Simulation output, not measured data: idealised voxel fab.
Proc. module: voxel wiring stack
It is cross-section cut that appears here, measuring 190 nm in width, its square cells being 5 nm in size.
A cross-section is written here as square cells arranged in a grid, and it is given in bands from the top down, each band taking up one or more rows of cells.
For a band, the entry starts with two heights in nm, that of the top and then that of the bottom, and carries on with the band's materials in order from left to right, each alongside its width in nm; the word "edge to edge" beside a single material means it fills the band edge to edge, and "empty" means empty space.
Below 0: as-received wafer, all one material; heights counted from there. Lowest band: no bottom, goes on down, written "0 -> down".
The width entry "30->40" should be interpreted row by row: the top row of cells in the band takes the first number, the bottom row takes the second number, and the change between adjacent rows is uniform throughout.
The cross-section has no changed cell in any step marked "no modification".
"Trapped cavities" enumerates empty spaces isolated from the top, with no open way to it, that contain at least 8 cells, giving each as width x height at distance from the left edge, all three in nm.
If you see something after the settings on a step's line, that's the simulator's own remark about that step.
Regarding "overlay nm": on a step with a mask, it is the distance the mask lay to the right of its planned place; a negative value places it to the left.
This section lists the process steps that were planned:
| 1 | RECEIVE with material Si |
| 2 | CONFORMAL_DEP with material SiO2, thk nm 10 |
| 3 | DIRECTIONAL_DEP with material TiN, thk nm 5 |
| 4 | DIRECTIONAL_DEP with material Ru, thk nm 20 |
| 5 | PATTERN with tone cover, mask id METAL_1, material resist, width nm 20, pitch nm 45, thk nm 20, overlay nm 0 |
| 6 | DIRECTIONAL_ETCH with etch materials Ru, depth nm 20 |
| 7 | DIRECTIONAL_ETCH with etch materials TiN, depth nm 5 |
| 8 | STRIP with etch materials resist |
| 9 | CONFORMAL_DEP with material SiN, thk nm 5 |
| 10 | FILL_DEP with material SiO2, thk nm 5 |
| 11 | CMP with height nm 35 |
| 12 | CONFORMAL_DEP with material SiCN, thk nm 5 |
| 13 | DIRECTIONAL_DEP with material lowk, thk nm 35 |
| 14 | DIRECTIONAL_DEP with material aC, thk nm 10 |
| 15 | PATTERN with tone open, mask id METAL_2, material resist, width nm 20, pitch nm 45, thk nm 25, overlay nm 0 |
| 16 | DIRECTIONAL_ETCH with etch materials aC, depth nm 10 |
| 17 | STRIP with etch materials resist |
| 18 | DIRECTIONAL_ETCH with etch materials lowk, depth nm 20 |
| 19 | STRIP with etch materials aC |
| 20 | MASKED_ETCH with tone open, mask id METAL_2_HOLES, width nm 15, pitch nm 45, etch materials lowk, depth nm 15, overlay nm 0 |
| 21 | MASKED_ETCH with tone open, mask id METAL_2_HOLES, width nm 15, pitch nm 45, etch materials SiCN, depth nm 5, overlay nm 0 |
| 22 | CONFORMAL_DEP with material TiN, thk nm 5 |
| 23 | FILL_DEP with material Cu, thk nm 5 |
| 24 | CMP with height nm 75 |
| 25 | CONFORMAL_DEP with material SiN, thk nm 5 |
Cross-section of the incoming wafer, state after step 1:
    0 -> down | Si edge to edge
    Trapped cavities: none
Look at the cross-section after the module: the wafer started out the way shown above and the plan was the one shown above, yet one mistake was made along the way:
    80 -> 75 | SiN edge to edge
    75 -> 60 | lowk: 60, then TiN: 5, then Cu: 10, then TiN: 5, then lowk: 25, then TiN: 5, then Cu: 10, then TiN: 5, then lowk: 65
    60 -> 55 | lowk: 60, then TiN: 5, then Cu: 5, then TiN: 10, then lowk: 25, then TiN: 5, then Cu: 5, then TiN: 10, then lowk: 65
    55 -> 40 | lowk: 60, then TiN: 5, then Cu: 5, then TiN: 5, then lowk: 30, then TiN: 5, then Cu: 5, then TiN: 5, then lowk: 70
    40 -> 35 | SiCN: 60, then TiN: 15, then SiCN: 30, then TiN: 15, then SiCN: 70
    35 -> 30 | SiO2: 55, then SiN: 30, then SiO2: 15, then SiN: 30, then SiO2: 60
    30 -> 15 | SiO2: 55, then SiN: 5, then Ru: 20, then SiN: 5, then SiO2: 15, then SiN: 5, then Ru: 20, then SiN: 5, then SiO2: 60
    15 -> 10 | SiN: 60, then Ru: 20, then SiN: 25, then Ru: 20, then SiN: 65
    10 -> 0 | SiO2 edge to edge
    0 -> down | Si edge to edge
    Trapped cavities: none
In executing the process, a mistake was made relative to the plan: the plan's step 3 went unexecuted, having been skipped
